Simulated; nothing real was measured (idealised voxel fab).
This is a process module. Its name is voxel double patterning.
The figure presents cross-section cut, which has a width of 160 nm and is divided into square cells with an edge length of 5 nm.
This document writes a cross-section as a grid whose cells are square, and gives it as bands, listed from the top down; one or more rows of cells form a band. For a band, the entry starts with two heights in nm, that of the top and then that of the bottom, and carries on with the band's materials in order from left to right, each alongside its width in nm; the word "everywhere" beside a single material means it fills the band edge to edge, and "air" means empty space. Heights are expressed relative to 0, this being the level below which the as-received wafer comprises one material exclusively. The lowest band is unbounded in the downward direction and is denoted as in "top 0, no bottom". The notation "30->40" denotes a width that varies across the rows of cells in the band, beginning at the first number in the top row, finishing at the second number in the bottom row, and changing by an identical amount from each row to the next. When a step is marked "remains unaltered", none of the cells in the cross-section changed during that step. "Voids, fully enclosed": sealed empty spaces, 8 cells or more, no open way to top, listed width x height at distance, with distance from the left edge and width, height and distance in nm. Text after the settings on a step's line: the simulator's own remark on that step. overlay nm: step with mask; distance mask lay right of planned place; negative value = left of planned place.
Below is the list of planned process steps:
| 1 | RECEIVE [material Si] |
| 2 | CONFORMAL_DEP [material SiO2] [thk nm 10] |
| 3 | DIRECTIONAL_DEP [material W] [thk nm 10] |
| 4 | DIRECTIONAL_DEP [material SiN] [thk nm 5] |
| 5 | DIRECTIONAL_DEP [material aC] [thk nm 15] |
| 6 | PATTERN [tone open] [mask id FIRST] [material resist] [width nm 15] [pitch nm 50] [thk nm 35] [overlay nm 0] |
| 7 | DIRECTIONAL_ETCH [etch materials aC] [depth nm 15] |
| 8 | STRIP [etch materials resist] |
| 9 | DIRECTIONAL_ETCH [etch materials SiN] [depth nm 5] |
| 10 | STRIP [etch materials aC] |
| 11 | DIRECTIONAL_DEP [material aC] [thk nm 10] |
| 12 | PATTERN [tone open] [mask id SECOND] [material resist] [width nm 15] [thk nm 30] [overlay nm 0] |
| 13 | DIRECTIONAL_ETCH [etch materials aC] [depth nm 10] |
| 14 | STRIP [etch materials resist] |
| 15 | DIRECTIONAL_ETCH [etch materials SiN] [depth nm 5] |
| 16 | STRIP [etch materials aC] |
| 17 | DIRECTIONAL_ETCH [etch materials W] [depth nm 5] |
| 18 | STRIP [etch materials SiN] |
For clarity, it should be stated that the wafers under discussion commence in an identical condition and differ with respect to the depth nm of step 17, the plan indicating the value that the first wafer had.
As received, i.e. after step 1: cross-section through the first of several wafers:
    top 0, no bottom = Si everywhere
    Voids, fully enclosed: none
The first of several wafers, seen in cross-section after the module's last step, step 18:
    top 20, bottom 15 = 45 nm W, then 15 nm air, then 10 nm W, then 15 nm air, then 10 nm W, then 15 nm air, then 50 nm W
    top 15, bottom 10 = W everywhere
    top 10, bottom 0 = SiO2 everywhere
    top 0, no bottom = Si everywhere
    Voids, fully enclosed: none
X-section, last wafer, module end:
    top 20, bottom 10 = 45 nm W, then 15 nm air, then 10 nm W, then 15 nm air, then 10 nm W, then 15 nm air, then 50 nm W
    top 10, bottom 0 = SiO2 everywhere
    top 0, no bottom = Si everywhere
    Voids, fully enclosed: none
Per-wafer rows below. For each material: cells gained (+) or lost (-) since the wafer was received, as of end of module. Then: closed voids:
depth nm 5 | +64 SiO2 | +55 W | Voids, fully enclosed: none
depth nm 10 | +64 SiO2 | +46 W | Voids, fully enclosed: none
depth nm 15 | +64 SiO2 | +46 W | Voids, fully enclosed: none
depth nm 20 | +64 SiO2 | +46 W | Voids, fully enclosed: none
depth nm 25 | +64 SiO2 | +46 W | Voids, fully enclosed: none
